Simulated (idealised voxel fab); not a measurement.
The following is a process module called voxel self aligned contacts.
Cross-section cut: width 160 nm, square cells of 5 nm.
Square cells in a grid make up a cross-section in this document, and the grid is given as bands, listed from the top down, each one or more rows of cells.
What a band's entry tells you: where the top is and where the bottom is, as heights in nm, and after that what lies inside, material by material from left to right, each with its width in nm. Empty space is written as the word "air", and a single material marked with the word "everywhere" occupies the band from edge to edge.
Counting heights begins at 0, where everything beneath is, in the wafer as received, one material. The lowest band has no bottom; it goes on downwards, as "0 -> down" shows.
When a width is written as two numbers, as in "30 to 40", the first number is the width in the top row of cells of the band and the second is the width in its bottom row, and the width changes by the same amount from each row to the next.
Given "no change occurred" for a step, no cell of the cross-section differs between before and after that step.
Closed void inventory: empty space of 8 cells or more with no open way to the top, each as width x height at its distance from the left edge, in nm
The remark found on a step's line after its settings is issued by the simulator itself and pertains to that step.
"overlay nm" answers the question of how far to the right of plan the mask lay on a step that has a mask, and when it is negative the answer is to the left.

Process steps foreseen in the plan:
1. op RECEIVE | material Si
2. op OXIDIZE | depth nm 5
3. op DIRECTIONAL_DEP | material polySi | thk nm 25
4. op DIRECTIONAL_DEP | material SiN | thk nm 20
5. op DIRECTIONAL_DEP | material aC | thk nm 10
6. op PATTERN | tone cover | mask id GATE | material resist | width nm 30 | pitch nm 75 | thk nm 25 | overlay nm 0
7. op DIRECTIONAL_ETCH | etch materials aC | depth nm 10
8. op STRIP | etch materials resist
9. op DIRECTIONAL_ETCH | etch materials SiN | depth nm 20
10. op DIRECTIONAL_ETCH | etch materials polySi | depth nm 25
11. op STRIP | etch materials aC
12. op CONFORMAL_DEP | material SiN | thk nm 10
13. op DIRECTIONAL_ETCH | etch materials SiN | depth nm 10
14. op FILL_DEP | material SiO2 | thk nm 15
15. op CMP | height nm 50
16. op DIRECTIONAL_DEP | material aC | thk nm 15
17. op PATTERN | tone open | mask id CONTACT | material resist | width nm 55 | thk nm 35 | overlay nm 0
18. op DIRECTIONAL_ETCH | etch materials aC | depth nm 15
19. op STRIP | etch materials resist
20. op DIRECTIONAL_ETCH | etch materials SiO2 | depth nm 55
21. op STRIP | etch materials aC
22. op CONFORMAL_DEP | material TiN | thk nm 5
23. op FILL_DEP | material Ru | thk nm 10
24. op CMP | height nm 50
25. op CONFORMAL_DEP | material SiCN | thk nm 5

Wafer cross-section on receipt, i.e. after step 1:
- 0 -> down: Si everywhere
- Closed void inventory: none

Cross-sectional view of the first of the two wafers upon completion of the module, processed in accordance with the plan:
- 55 -> 50: SiCN everywhere
- 50 -> 45: SiO2 (50) / TiN (20) / Ru (15) / TiN (20) / SiO2 (55)
- 45 -> 25: SiO2 (15) / SiN (50) / TiN (5) / Ru (15) / TiN (5) / SiN (50) / SiO2 (20)
- 25 -> 0: SiO2 (15) / SiN (10) / polySi (30) / SiN (10) / TiN (5) / Ru (15) / TiN (5) / SiN (10) / polySi (30) / SiN (10) / SiO2 (20)
- 0 -> -5: SiO2 (65) / TiN (25) / SiO2 (70)
- -5 -> down: Si everywhere
- Closed void inventory: none

The second wafer, shown in cross-section after the module: started the same way as the first and given the same plan, yet one mistake crept into how it was run:
- 55 -> 50: SiCN everywhere
- 50 -> 45: SiO2 (50) / TiN (20) / Ru (15) / TiN (20) / SiO2 (55)
- 45 -> 25: SiO2 (15) / SiN (10) / polySi (30) / SiN (10) / TiN (5) / Ru (15) / TiN (5) / SiN (10) / polySi (30) / SiN (10) / SiO2 (20)
- 25 -> 20: SiO2 (15) / SiN (10) / polySi (30) / SiN (10) / TiN (25) / SiN (10) / polySi (30) / SiN (10) / SiO2 (20)
- 20 -> 0: SiN everywhere
- 0 -> -5: SiO2 everywhere
- -5 -> down: Si everywhere
- Closed void inventory: none
Which mistake was made when the wafer was run? step 3 ran in the slot meant for step 4, and vice versa
The final cell counts differ between the wafers, with the second having more or fewer of some materials than the first: Ru: 15 fewer; SiN: 48 more; SiO2: 23 fewer; TiN: 10 fewer
